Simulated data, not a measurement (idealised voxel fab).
The following process module bears the name voxel ribs on slabs.
Cross-section cut: width 290 nm, square cells of 5 nm.
In this document a cross-section is written as a grid of square cells. It is given as a series of bands, listed from the top down, and a band is one or more rows of cells. For a band, the entry starts with two heights in nm, that of the top and then that of the bottom, and carries on with the band's materials in order from left to right, each alongside its width in nm; the word "throughout" beside a single material means it fills the band edge to edge, and "empty" means empty space. Heights are measured from 0, the level below which the as-received wafer is all one material; the lowest band has no bottom and continues downward, written as in "top 0, no bottom". Width spec "30..40" -> top row of cells at first value, bottom row at second value, equal per-row change in between. For the purposes of this document, the phrase "nothing altered" attached to a step denotes that no cell within the cross-section was modified by that step. Empty spaces counting at least 8 cells and having no open way to the top are listed in "Closed void catalog". The notation width x height at distance is used for each, the distance being from the left edge and all three values in nm. Heads up: the bit after the settings on a step's line is the simulator's remark on that step. "overlay nm" denotes, for a step that has a mask, the displacement of the mask to the right of its planned place, with negative values corresponding to the left.
## Process steps - plan
1,RECEIVE: material Si
2,DIRECTIONAL_DEP: material SiO2, thk nm 25
3,DIRECTIONAL_DEP: material SiN, thk nm 20
4,PATTERN: tone cover, mask id RIB, material resist, width nm 30, thk nm 15, overlay nm 0
5,DIRECTIONAL_ETCH: etch materials SiN, depth nm 10
6,STRIP: etch materials resist
7,DIRECTIONAL_DEP: material aC, thk nm 15
8,PATTERN: tone cover, mask id SLAB, material resist, width nm 60, thk nm 30, overlay nm 0
9,DIRECTIONAL_ETCH: etch materials aC, depth nm 15
10,STRIP: etch materials resist
11,DIRECTIONAL_ETCH: etch materials SiN, depth nm 10
12,STRIP: etch materials aC
13,FILL_DEP: material SiO2, thk nm 25
14,CMP: height nm 65
15,DIRECTIONAL_DEP: material TiN, thk nm 5
16,PATTERN: tone cover, mask id HEATER, material resist, width nm 40, thk nm 15, overlay nm 0
17,DIRECTIONAL_ETCH: etch materials TiN, depth nm 5
18,STRIP: etch materials resist
19,CONFORMAL_DEP: material SiO2, thk nm 5
## This is the cross-section of the wafer as we received it, i.e. after step 1
    top 0, no bottom = Si throughout
    Closed void catalog: none
## Cross-section, end of module. Start: as above. Plan: as above. Execution: one mistake
    top 75, bottom 70 = empty=120; SiO2=50; empty=120
    top 70, bottom 65 = SiO2=125; TiN=40; SiO2=125
    top 65, bottom 45 = SiO2 throughout
    top 45, bottom 35 = SiO2=125; SiN=40; SiO2=125
    top 35, bottom 25 = SiO2=115; SiN=60; SiO2=115
    top 25, bottom 0 = SiO2 throughout
    top 0, no bottom = Si throughout
    Closed void catalog: none
Nonconformance to the process plan: step 4 was processed under conditions differing from the plan, specifically as PATTERN: tone cover, mask id RIB, material resist, width nm 40, thk nm 15, overlay nm 0
